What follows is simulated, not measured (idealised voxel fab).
process module | voxel ribs on slabs
cross-section cut | 205 nm wide | cells 5 nm
A cross-section is a grid of square cells, given in bands from the top down. A band is one or more rows of cells.
Each band's line starts with the height of the band's top and of its bottom, in nm. Then come its materials from left to right, each with its width in nm. One material with "throughout" fills the band from edge to edge. "air" is empty space.
Height 0 is the level under which the wafer as received is all one material. The lowest band goes on downwards, as in "0 down".
A width such as "30 to 40" changes by the same amount from each row of cells to the next, from the band's top row to its bottom row.
"no change" after a step means that no cell of the cross-section changed.
closed voids: empty space of 8 cells or more with no open way to the top, each as width x height at its distance from the left edge, in nm
after a step's settings: what the simulator itself notes on the step
overlay nm, on a step with a mask: how far to the right of its planned place the mask lay; to the left if negative
plan
1 op RECEIVE | material Si
2 op DIRECTIONAL_DEP | material SiO2 | thk nm 25
3 op DIRECTIONAL_DEP | material SiN | thk nm 15
4 op DIRECTIONAL_DEP | material aC | thk nm 15
5 op PATTERN | tone cover | mask id RIB | material resist | width nm 20 | thk nm 30 | overlay nm 0
6 op DIRECTIONAL_ETCH | etch materials aC | depth nm 15
7 op STRIP | etch materials resist
8 op DIRECTIONAL_ETCH | etch materials SiN | depth nm 5
9 op STRIP | etch materials aC
10 op MASKED_ETCH | tone cover | mask id SLAB | width nm 80 | etch materials SiN | depth nm 10 | overlay nm 0
11 op FILL_DEP | material SiO2 | thk nm 25
12 op CMP | height nm 55
13 op DIRECTIONAL_DEP | material TiN | thk nm 5
14 op PATTERN | tone cover | mask id HEATER | material resist | width nm 30 | thk nm 15 | overlay nm 0
15 op DIRECTIONAL_ETCH | etch materials TiN | depth nm 5
16 op STRIP | etch materials resist
17 op CONFORMAL_DEP | material SiO2 | thk nm 10
as received, after step 1
  0 down: Si throughout
  closed voids: none
a wafer at the end: this start, this plan, one mistake
  60 to 55: air 85 | TiN 30 | air 90
  55 to 40: SiO2 throughout
  40 to 35: SiO2 90 | SiN 20 | SiO2 95
  35 to 25: SiO2 60 | SiN 80 | SiO2 65
  25 to 0: SiO2 throughout
  0 down: Si throughout
  closed voids: none
what went wrong: step 17 was left out
